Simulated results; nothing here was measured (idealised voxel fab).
process module | voxel transistor to metal
cross-section cut | 145 nm wide | cells 5 nm
A cross-section is a grid of square cells, given in bands from the top down. A band is one or more rows of cells.
Each band's line starts with the height of the band's top and of its bottom, in nm. Then come its materials from left to right, each with its width in nm. One material with "throughout" fills the band from edge to edge. "air" is empty space.
Height 0 is the level under which the wafer as received is all one material. The lowest band goes on downwards, as in "0 down".
A width such as "30 to 40" changes by the same amount from each row of cells to the next, from the band's top row to its bottom row.
"no change" after a step means that no cell of the cross-section changed.
closed voids: empty space of 8 cells or more with no open way to the top, each as width x height at its distance from the left edge, in nm
after a step's settings: what the simulator itself notes on the step
overlay nm, on a step with a mask: how far to the right of its planned place the mask lay; to the left if negative
plan
1 op RECEIVE | material Si
2 op OXIDIZE | depth nm 5
3 op CONFORMAL_DEP | material SiN | thk nm 10
4 op MASKED_ETCH | tone cover | mask id ACTIVE | width nm 95 | etch materials SiN | depth nm 10 | overlay nm 0
5 op MASKED_ETCH | tone cover | mask id ACTIVE | width nm 95 | etch materials SiO2 | depth nm 5 | overlay nm 0
6 op MASKED_ETCH | tone cover | mask id ACTIVE | width nm 95 | etch materials Si | depth nm 20 | overlay nm 0
7 op FILL_DEP | material SiO2 | thk nm 10
8 op CMP | height nm 10
9 op SELECTIVE_ETCH | etch materials SiO2 | depth nm 5
10 op STRIP | etch materials SiN
11 op SELECTIVE_ETCH | etch materials SiO2 | depth nm 5
12 op OXIDIZE | depth nm 5
13 op DIRECTIONAL_DEP | material polySi | thk nm 25
14 op DIRECTIONAL_DEP | material SiCN | thk nm 10
15 op MASKED_ETCH | tone cover | mask id GATE | width nm 25 | etch materials SiCN | depth nm 20 | overlay nm 0
16 op MASKED_ETCH | tone cover | mask id GATE | width nm 25 | etch materials polySi | depth nm 35 | overlay nm 0
17 op CONFORMAL_DEP | material SiN | thk nm 10
18 op DIRECTIONAL_ETCH | etch materials SiN | depth nm 10
19 op DIRECTIONAL_ETCH | etch materials SiO2 | depth nm 5
20 op DIRECTIONAL_ETCH | etch materials Si | depth nm 15
21 op EPI | material SiGe | thk nm 20
22 op FILL_DEP | material SiO2 | thk nm 10
23 op CMP | height nm 30
24 op DIRECTIONAL_DEP | material SiO2 | thk nm 15
25 op DIRECTIONAL_DEP | material aC | thk nm 15
26 op PATTERN | tone open | mask id CONTACT | material resist | width nm 25 | pitch nm 60 | thk nm 30 | overlay nm 0
27 op DIRECTIONAL_ETCH | etch materials aC | depth nm 15
28 op STRIP | etch materials resist
29 op DIRECTIONAL_ETCH | etch materials SiO2 | depth nm 35
30 op STRIP | etch materials aC
31 op CONFORMAL_DEP | material TiN | thk nm 5
32 op FILL_DEP | material Ru | thk nm 5
33 op CMP | height nm 45
34 op CONFORMAL_DEP | material SiN | thk nm 5
35 op DIRECTIONAL_DEP | material SiO2 | thk nm 20
36 op PATTERN | tone open | mask id METAL_1 | material resist | width nm 15 | pitch nm 70 | thk nm 15 | overlay nm 0
37 op DIRECTIONAL_ETCH | etch materials SiO2 | depth nm 20
38 op DIRECTIONAL_ETCH | etch materials SiN | depth nm 5
39 op STRIP | etch materials resist
40 op CONFORMAL_DEP | material TiN | thk nm 5
41 op FILL_DEP | material W | thk nm 5
42 op CMP | height nm 70
43 op CONFORMAL_DEP | material SiCN | thk nm 5
as received, after step 1
  0 down: Si throughout
  closed voids: none
first wafer at the end, as planned
  75 to 70: SiCN throughout
  70 to 50: SiO2 30 | TiN 5 | W 5 | TiN 5 | SiO2 55 | TiN 5 | W 5 | TiN 5 | SiO2 30
  50 to 45: SiN 30 | TiN 15 | SiN 55 | TiN 15 | SiN 30
  45 to 35: SiO2 30 | TiN 5 | Ru 15 | TiN 5 | SiO2 35 | TiN 5 | Ru 15 | TiN 5 | SiO2 30
  35 to 30: SiO2 30 | TiN 5 | Ru 10 | TiN 10 | SiO2 35 | TiN 10 | Ru 10 | TiN 5 | SiO2 30
  30 to 20: SiO2 30 | TiN 5 | Ru 10 | TiN 5 | SiN 10 | SiCN 25 | SiN 10 | TiN 5 | Ru 10 | TiN 5 | SiO2 30
  20 to 15: SiO2 30 | TiN 5 | Ru 10 | TiN 5 | SiN 10 | polySi 25 | SiN 10 | TiN 5 | Ru 10 | TiN 5 | SiO2 30
  15 to 10: SiO2 30 | TiN 20 | SiN 10 | polySi 25 | SiN 10 | TiN 20 | SiO2 30
  10 to 0: SiO2 20 | SiGe 30 | SiN 10 | polySi 25 | SiN 10 | SiGe 30 | SiO2 20
  0 to -5: SiO2 20 | SiN 10 | SiGe 20 | SiN 10 | polySi 25 | SiN 10 | SiGe 20 | SiN 10 | SiO2 20
  -5 to -10: SiO2 30 | SiGe 20 | SiO2 45 | SiGe 20 | SiO2 30
  -10 to -25: SiO2 25 | Si 5 | SiGe 20 | Si 45 | SiGe 20 | Si 5 | SiO2 25
  -25 down: Si throughout
  closed voids: none
second wafer at the end: like start, like plan, one mistake
  75 to 70: SiCN throughout
  70 to 50: SiO2 30 | TiN 5 | W 5 | TiN 5 | SiO2 55 | TiN 5 | W 5 | TiN 5 | SiO2 30
  50 to 45: SiN 30 | TiN 15 | SiN 55 | TiN 15 | SiN 30
  45 to 35: SiO2 30 | TiN 5 | Ru 15 | TiN 5 | SiO2 35 | TiN 5 | Ru 15 | TiN 5 | SiO2 30
  35 to 30: SiO2 30 | TiN 5 | Ru 10 | TiN 10 | SiO2 35 | TiN 10 | Ru 10 | TiN 5 | SiO2 30
  30 to 20: SiO2 30 | TiN 5 | Ru 10 | TiN 5 | SiN 10 | SiCN 25 | SiN 10 | TiN 5 | Ru 10 | TiN 5 | SiO2 30
  20 to 15: SiO2 30 | TiN 5 | Ru 10 | TiN 5 | SiN 10 | polySi 25 | SiN 10 | TiN 5 | Ru 10 | TiN 5 | SiO2 30
  15 to 10: SiO2 30 | TiN 20 | SiN 10 | polySi 25 | SiN 10 | TiN 20 | SiO2 30
  10 to 0: SiO2 20 | SiGe 30 | SiN 10 | polySi 25 | SiN 10 | SiGe 30 | SiO2 20
  0 to -5: SiO2 20 | SiN 10 | SiGe 20 | SiN 10 | polySi 25 | SiN 10 | SiGe 20 | SiN 10 | SiO2 20
  -5 to -10: SiO2 30 | SiGe 20 | SiO2 45 | SiGe 20 | SiO2 30
  -10 to -15: SiO2 25 | Si 5 | SiGe 20 | Si 45 | SiGe 20 | Si 5 | SiO2 25
  -15 to -25: Si 30 | SiGe 20 | Si 45 | SiGe 20 | Si 30
  -25 down: Si throughout
  closed voids: none
what went wrong: step 6 ran as: op MASKED_ETCH | tone cover | mask id ACTIVE | width nm 95 | etch materials Si | depth nm 10 | overlay nm 0
at the end the second wafer has, in cells: 20 more of Si | 20 fewer of SiO2
